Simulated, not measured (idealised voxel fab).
Process module under the name voxel transistor to metal
For reference, the cross-section in this document is cut, with width 255 nm and square cells of 5 nm.
In what follows, cross-sections appear as grids of square cells, described through bands that run from the top down, where every band is one or more rows of cells.
Basically the band line says how high the top is and how high the bottom is, in nm, and then what's in it from left to right, every material with its width in nm. Empty space shows up as "blank", and if a single material carries "full width" it runs the full band edge to edge.
Basically, 0 is our baseline, since under it the wafer straight out of the box is all one material. The bottom band has no lower end and keeps on going down, so it looks like "0 down".
Read "30->40" as a graded width: first number on top, second number at the bottom, same change between each pair of neighbouring rows.
Take "nothing altered" at face value: in the step it is given for, the cross-section changed in none of its cells.
In the "Sealed void inventory" entry, you get each enclosed empty space of 8 cells or more, one with no open way to the top, written width x height at distance, distance from the left edge, in nm.
On each step's line, the part that comes after the settings is the simulator's own comment on the step.
Steps that use a mask can have "overlay nm" on their line. It says how far the mask sat to the right of where it was meant to be. Negative means to the left.
Pairs ahead. Before: cross-section ahead of one process step. After: cross-section once the step is done, shown to the lowest changed band only. Under each pair: that step, with settings. Caution: pairs may come from different runs of this module on the same starting wafer; a pair follows the pair above only where its "Pre-process" entry says so.

[Pre-process]
55 to 50: 25 nm blank, then 35 nm TiN, then 20 nm blank, then 35 nm TiN, then 20 nm blank, then 35 nm TiN, then 20 nm blank, then 35 nm TiN, then 30 nm blank
50 to 45: 25 nm blank, then 5 nm TiN, then 25 nm SiO2, then 5 nm TiN, then 20 nm blank, then 5 nm TiN, then 25 nm SiO2, then 5 nm TiN, then 20 nm blank, then 5 nm TiN, then 25 nm SiO2, then 5 nm TiN, then 20 nm blank, then 5 nm TiN, then 25 nm SiO2, then 5 nm TiN, then 30 nm blank
45 to 40: 25 nm blank, then 5 nm TiN, then 25 nm SiO2, then 30 nm TiN, then 25 nm SiO2, then 5 nm TiN, then 20 nm blank, then 5 nm TiN, then 25 nm SiO2, then 30 nm TiN, then 25 nm SiO2, then 5 nm TiN, then 30 nm blank
40 to 25: 25 nm blank, then 5 nm TiN, then 20 nm SiO2, then 10 nm SiN, then 20 nm SiCN, then 10 nm SiN, then 20 nm SiO2, then 5 nm TiN, then 20 nm blank, then 5 nm TiN, then 20 nm SiO2, then 10 nm SiN, then 20 nm SiCN, then 10 nm SiN, then 20 nm SiO2, then 5 nm TiN, then 30 nm blank
25 to 10: 25 nm blank, then 5 nm TiN, then 20 nm SiO2, then 10 nm SiN, then 20 nm polySi, then 10 nm SiN, then 20 nm SiO2, then 5 nm TiN, then 20 nm blank, then 5 nm TiN, then 20 nm SiO2, then 10 nm SiN, then 20 nm polySi, then 10 nm SiN, then 20 nm SiO2, then 5 nm TiN, then 30 nm blank
10 to 5: 15 nm blank, then 15 nm TiN, then 5 nm SiO2, then 15 nm nSi, then 10 nm SiN, then 20 nm polySi, then 10 nm SiN, then 15 nm nSi, then 5 nm SiO2, then 30 nm TiN, then 5 nm SiO2, then 15 nm nSi, then 10 nm SiN, then 20 nm polySi, then 10 nm SiN, then 15 nm nSi, then 5 nm SiO2, then 15 nm TiN, then 20 nm blank
5 to 0: 20 nm TiN, then 10 nm SiN, then 5 nm SiO2, then 15 nm nSi, then 10 nm SiN, then 20 nm polySi, then 10 nm SiN, then 15 nm nSi, then 5 nm SiO2, then 10 nm SiN, then 10 nm TiN, then 10 nm SiN, then 5 nm SiO2, then 15 nm nSi, then 10 nm SiN, then 20 nm polySi, then 10 nm SiN, then 15 nm nSi, then 5 nm SiO2, then 10 nm SiN, then 25 nm TiN
0 to -5: 30 nm SiO2, then 20 nm nSi, then 40 nm SiO2, then 20 nm nSi, then 30 nm SiO2, then 20 nm nSi, then 40 nm SiO2, then 20 nm nSi, then 35 nm SiO2
-5 to -15: 30 nm SiO2, then 20 nm nSi, then 40 nm Si, then 20 nm nSi, then 30 nm SiO2, then 20 nm nSi, then 40 nm Si, then 20 nm nSi, then 35 nm SiO2
-15 to -30: 30 nm SiO2, then 80 nm Si, then 30 nm SiO2, then 80 nm Si, then 35 nm SiO2
-30 down: Si full width
Sealed void inventory: none

[Post-Process View]
60 to 55: Ru full width
55 to 50: 25 nm Ru, then 35 nm TiN, then 20 nm Ru, then 35 nm TiN, then 20 nm Ru, then 35 nm TiN, then 20 nm Ru, then 35 nm TiN, then 30 nm Ru
50 to 45: 25 nm Ru, then 5 nm TiN, then 25 nm SiO2, then 5 nm TiN, then 20 nm Ru, then 5 nm TiN, then 25 nm SiO2, then 5 nm TiN, then 20 nm Ru, then 5 nm TiN, then 25 nm SiO2, then 5 nm TiN, then 20 nm Ru, then 5 nm TiN, then 25 nm SiO2, then 5 nm TiN, then 30 nm Ru
45 to 40: 25 nm Ru, then 5 nm TiN, then 25 nm SiO2, then 30 nm TiN, then 25 nm SiO2, then 5 nm TiN, then 20 nm Ru, then 5 nm TiN, then 25 nm SiO2, then 30 nm TiN, then 25 nm SiO2, then 5 nm TiN, then 30 nm Ru
40 to 25: 25 nm Ru, then 5 nm TiN, then 20 nm SiO2, then 10 nm SiN, then 20 nm SiCN, then 10 nm SiN, then 20 nm SiO2, then 5 nm TiN, then 20 nm Ru, then 5 nm TiN, then 20 nm SiO2, then 10 nm SiN, then 20 nm SiCN, then 10 nm SiN, then 20 nm SiO2, then 5 nm TiN, then 30 nm Ru
25 to 10: 25 nm Ru, then 5 nm TiN, then 20 nm SiO2, then 10 nm SiN, then 20 nm polySi, then 10 nm SiN, then 20 nm SiO2, then 5 nm TiN, then 20 nm Ru, then 5 nm TiN, then 20 nm SiO2, then 10 nm SiN, then 20 nm polySi, then 10 nm SiN, then 20 nm SiO2, then 5 nm TiN, then 30 nm Ru
10 to 5: 15 nm Ru, then 15 nm TiN, then 5 nm SiO2, then 15 nm nSi, then 10 nm SiN, then 20 nm polySi, then 10 nm SiN, then 15 nm nSi, then 5 nm SiO2, then 30 nm TiN, then 5 nm SiO2, then 15 nm nSi, then 10 nm SiN, then 20 nm polySi, then 10 nm SiN, then 15 nm nSi, then 5 nm SiO2, then 15 nm TiN, then 20 nm Ru
At heights below 5, the structure remains unaltered.
Sealed void inventory: none
Step between the cross-sections above: FILL_DEP, material Ru, thk nm 5

Pre-process: the state before this step is the cross-section shown after the step in the pair just above.

[Post-Process View]
50 to 45: 25 nm Ru, then 5 nm TiN, then 25 nm SiO2, then 5 nm TiN, then 20 nm Ru, then 5 nm TiN, then 25 nm SiO2, then 5 nm TiN, then 20 nm Ru, then 5 nm TiN, then 25 nm SiO2, then 5 nm TiN, then 20 nm Ru, then 5 nm TiN, then 25 nm SiO2, then 5 nm TiN, then 30 nm Ru
At heights below 45, the structure remains unaltered.
Sealed void inventory: none
Step between the cross-sections above: CMP, height nm 50

Pre-process: the state before this step is the cross-section shown after the step in the pair just above.

[Post-Process View]
55 to 50: TiN full width
At heights below 50, the structure remains unaltered.
Sealed void inventory: none
Step between the cross-sections above: DIRECTIONAL_DEP, material TiN, thk nm 5

Pre-process: the state before this step is the cross-section shown after the step in the pair just above.

[Post-Process View]
70 to 55: Ru full width
At heights below 55, the structure remains unaltered.
Sealed void inventory: none
Step between the cross-sections above: DIRECTIONAL_DEP, material Ru, thk nm 15

Pre-process: the state before this step is the cross-section shown after the step in the pair just above.

[Post-Process View]
70 to 55: 30 nm blank, then 15 nm Ru, then 50 nm blank, then 15 nm Ru, then 30 nm blank, then 15 nm Ru, then 50 nm blank, then 15 nm Ru, then 35 nm blank
At heights below 55, the structure remains unaltered.
Sealed void inventory: none
Step between the cross-sections above: MASKED_ETCH, tone cover, mask id METAL_1, width nm 15, etch materials Ru, depth nm 15, overlay nm 0

Pre-process: the state before this step is the cross-section shown after the step in the pair just above.

[Post-Process View]
70 to 55: 30 nm blank, then 15 nm Ru, then 50 nm blank, then 15 nm Ru, then 30 nm blank, then 15 nm Ru, then 50 nm blank, then 15 nm Ru, then 35 nm blank
55 to 50: 30 nm blank, then 15 nm TiN, then 50 nm blank, then 15 nm TiN, then 30 nm blank, then 15 nm TiN, then 50 nm blank, then 15 nm TiN, then 35 nm blank
At heights below 50, the structure remains unaltered.
Sealed void inventory: none
Step between the cross-sections above: MASKED_ETCH, tone cover, mask id METAL_1, width nm 15, etch materials TiN, depth nm 5, overlay nm 0

Pre-process: the state before this step is the cross-section shown after the step in the pair just above.

[Post-Process View]
75 to 70: 25 nm blank, then 25 nm SiN, then 40 nm blank, then 25 nm SiN, then 20 nm blank, then 25 nm SiN, then 40 nm blank, then 25 nm SiN, then 30 nm blank
70 to 55: 25 nm blank, then 5 nm SiN, then 15 nm Ru, then 5 nm SiN, then 40 nm blank, then 5 nm SiN, then 15 nm Ru, then 5 nm SiN, then 20 nm blank, then 5 nm SiN, then 15 nm Ru, then 5 nm SiN, then 40 nm blank, then 5 nm SiN, then 15 nm Ru, then 5 nm SiN, then 30 nm blank
55 to 50: 30 nm SiN, then 15 nm TiN, then 50 nm SiN, then 15 nm TiN, then 30 nm SiN, then 15 nm TiN, then 50 nm SiN, then 15 nm TiN, then 35 nm SiN
At heights below 50, the structure remains unaltered.
Sealed void inventory: none
Step between the cross-sections above: CONFORMAL_DEP, material SiN, thk nm 5

Pre-process: the state before this step is the cross-section shown after the step in the pair just above.

[Post-Process View]
85 to 75: SiO2 full width
75 to 70: 25 nm SiO2, then 25 nm SiN, then 40 nm SiO2, then 25 nm SiN, then 20 nm SiO2, then 25 nm SiN, then 40 nm SiO2, then 25 nm SiN, then 30 nm SiO2
70 to 55: 25 nm SiO2, then 5 nm SiN, then 15 nm Ru, then 5 nm SiN, then 40 nm SiO2, then 5 nm SiN, then 15 nm Ru, then 5 nm SiN, then 20 nm SiO2, then 5 nm SiN, then 15 nm Ru, then 5 nm SiN, then 40 nm SiO2, then 5 nm SiN, then 15 nm Ru, then 5 nm SiN, then 30 nm SiO2
At heights below 55, the structure remains unaltered.
Sealed void inventory: none
Step between the cross-sections above: FILL_DEP, material SiO2, thk nm 10

Pre-process: the state before this step is the cross-section shown after the step in the pair just above.

[Post-Process View]
70 to 55: 25 nm SiO2, then 5 nm SiN, then 15 nm Ru, then 5 nm SiN, then 40 nm SiO2, then 5 nm SiN, then 15 nm Ru, then 5 nm SiN, then 20 nm SiO2, then 5 nm SiN, then 15 nm Ru, then 5 nm SiN, then 40 nm SiO2, then 5 nm SiN, then 15 nm Ru, then 5 nm SiN, then 30 nm SiO2
At heights below 55, the structure remains unaltered.
Sealed void inventory: none
Step between the cross-sections above: CMP, height nm 70

Pre-process: the state before this step is the cross-section shown after the step in the pair just above.

[Post-Process View]
75 to 70: SiCN full width
At heights below 70, the structure remains unaltered.
Sealed void inventory: none
Step between the cross-sections above: CONFORMAL_DEP, material SiCN, thk nm 5

Pre-process: the state before this step is the cross-section shown after the step in the pair just above.

[Post-Process View]
105 to 75: SiO2 full width
At heights below 75, the structure remains unaltered.
Sealed void inventory: none
Step between the cross-sections above: DIRECTIONAL_DEP, material SiO2, thk nm 30

Pre-process: the state before this step is the cross-section shown after the step in the pair just above.

[Post-Process View]
105 to 90: 30 nm SiO2, then 15 nm blank, then 95 nm SiO2, then 15 nm blank, then 100 nm SiO2
At heights below 90, the structure remains unaltered.
Sealed void inventory: none
Step between the cross-sections above: MASKED_ETCH, tone open, mask id METAL_2, width nm 15, pitch nm 110, etch materials SiO2, depth nm 15, overlay nm 0

Pre-process: the state before this step is the cross-section shown after the step in the pair just above.

[Post-Process View]
115 to 105: 30 nm aC, then 15 nm blank, then 95 nm aC, then 15 nm blank, then 100 nm aC
105 to 100: 30 nm SiO2, then 15 nm blank, then 95 nm SiO2, then 15 nm blank, then 100 nm SiO2
100 to 90: 30 nm SiO2, then 15 nm aC, then 95 nm SiO2, then 15 nm aC, then 100 nm SiO2
At heights below 90, the structure remains unaltered.
Sealed void inventory: none
Step between the cross-sections above: DIRECTIONAL_DEP, material aC, thk nm 10

Pre-process: the state before this step is the cross-section shown after the step in the pair just above.

[Post-Process View]
145 to 115: 30 nm resist, then 15 nm blank, then 95 nm resist, then 15 nm blank, then 100 nm resist
At heights below 115, the structure remains unaltered.
Sealed void inventory: none
Step between the cross-sections above: PATTERN, tone open, mask id METAL_2_HOLES, material resist, width nm 15, pitch nm 110, thk nm 30, overlay nm 0

Pre-process: the state before this step is the cross-section shown after the step in the pair just above.

[Post-Process View]
135 to 115: 30 nm resist, then 15 nm blank, then 95 nm resist, then 15 nm blank, then 100 nm resist
115 to 105: 30 nm aC, then 15 nm blank, then 95 nm aC, then 15 nm blank, then 100 nm aC
105 to 90: 30 nm SiO2, then 15 nm blank, then 95 nm SiO2, then 15 nm blank, then 100 nm SiO2
At heights below 90, the structure remains unaltered.
Sealed void inventory: none
Step between the cross-sections above: DIRECTIONAL_ETCH, etch materials aC, depth nm 10

Pre-process: the state before this step is the cross-section shown after the step in the pair just above.

[Post-Process View]
115 to 105: 30 nm aC, then 15 nm blank, then 95 nm aC, then 15 nm blank, then 100 nm aC
At heights below 105, the structure remains unaltered.
Sealed void inventory: none
Step between the cross-sections above: STRIP, etch materials resist

Pre-process: the state before this step is the cross-section shown after the step in the pair just above.

[Post-Process View]
115 to 105: 30 nm aC, then 15 nm blank, then 95 nm aC, then 15 nm blank, then 100 nm aC
105 to 75: 30 nm SiO2, then 15 nm blank, then 95 nm SiO2, then 15 nm blank, then 100 nm SiO2
At heights below 75, the structure remains unaltered.
Sealed void inventory: none
Step between the cross-sections above: DIRECTIONAL_ETCH, etch materials SiO2, depth nm 15

Pre-process: the state before this step is the cross-section shown after the step in the pair just above.

[Post-Process View]
115 to 105: 30 nm aC, then 15 nm blank, then 95 nm aC, then 15 nm blank, then 100 nm aC
105 to 75: 30 nm SiO2, then 15 nm blank, then 95 nm SiO2, then 15 nm blank, then 100 nm SiO2
75 to 70: 30 nm SiCN, then 15 nm blank, then 95 nm SiCN, then 15 nm blank, then 100 nm SiCN
At heights below 70, the structure remains unaltered.
Sealed void inventory: none
Step between the cross-sections above: DIRECTIONAL_ETCH, etch materials SiCN, depth nm 5

Pre-process: the state before this step is the cross-section shown after the step in the pair just above.

[Post-Process View]
105 to 75: 30 nm SiO2, then 15 nm blank, then 95 nm SiO2, then 15 nm blank, then 100 nm SiO2
At heights below 75, the structure remains unaltered.
Sealed void inventory: none
Step between the cross-sections above: STRIP, etch materials aC

Pre-process: the state before this step is the cross-section shown after the step in the pair just above.

[Post-Process View]
110 to 105: 35 nm TiN, then 5 nm blank, then 105 nm TiN, then 5 nm blank, then 105 nm TiN
105 to 75: 30 nm SiO2, then 5 nm TiN, then 5 nm blank, then 5 nm TiN, then 95 nm SiO2, then 5 nm TiN, then 5 nm blank, then 5 nm TiN, then 100 nm SiO2
75 to 70: 30 nm SiCN, then 15 nm TiN, then 95 nm SiCN, then 15 nm TiN, then 100 nm SiCN
At heights below 70, the structure remains unaltered.
Sealed void inventory: none
Step between the cross-sections above: CONFORMAL_DEP, material TiN, thk nm 5

Pre-process: the state before this step is the cross-section shown after the step in the pair just above.

[Post-Process View]
115 to 110: Ru full width
110 to 105: 35 nm TiN, then 5 nm Ru, then 105 nm TiN, then 5 nm Ru, then 105 nm TiN
105 to 75: 30 nm SiO2, then 5 nm TiN, then 5 nm Ru, then 5 nm TiN, then 95 nm SiO2, then 5 nm TiN, then 5 nm Ru, then 5 nm TiN, then 100 nm SiO2
At heights below 75, the structure remains unaltered.
Sealed void inventory: none
Step between the cross-sections above: FILL_DEP, material Ru, thk nm 5

Pre-process: the state before this step is the cross-section shown after the step in the pair just above.

[Post-Process View]
105 to 75: 30 nm SiO2, then 5 nm TiN, then 5 nm Ru, then 5 nm TiN, then 95 nm SiO2, then 5 nm TiN, then 5 nm Ru, then 5 nm TiN, then 100 nm SiO2
At heights below 75, the structure remains unaltered.
Sealed void inventory: none
Step between the cross-sections above: CMP, height nm 105

Pre-process: the state before this step is the cross-section shown after the step in the pair just above.

[Post-Process View]
110 to 105: SiN full width
At heights below 105, the structure remains unaltered.
Sealed void inventory: none
Step between the cross-sections above: CONFORMAL_DEP, material SiN, thk nm 5
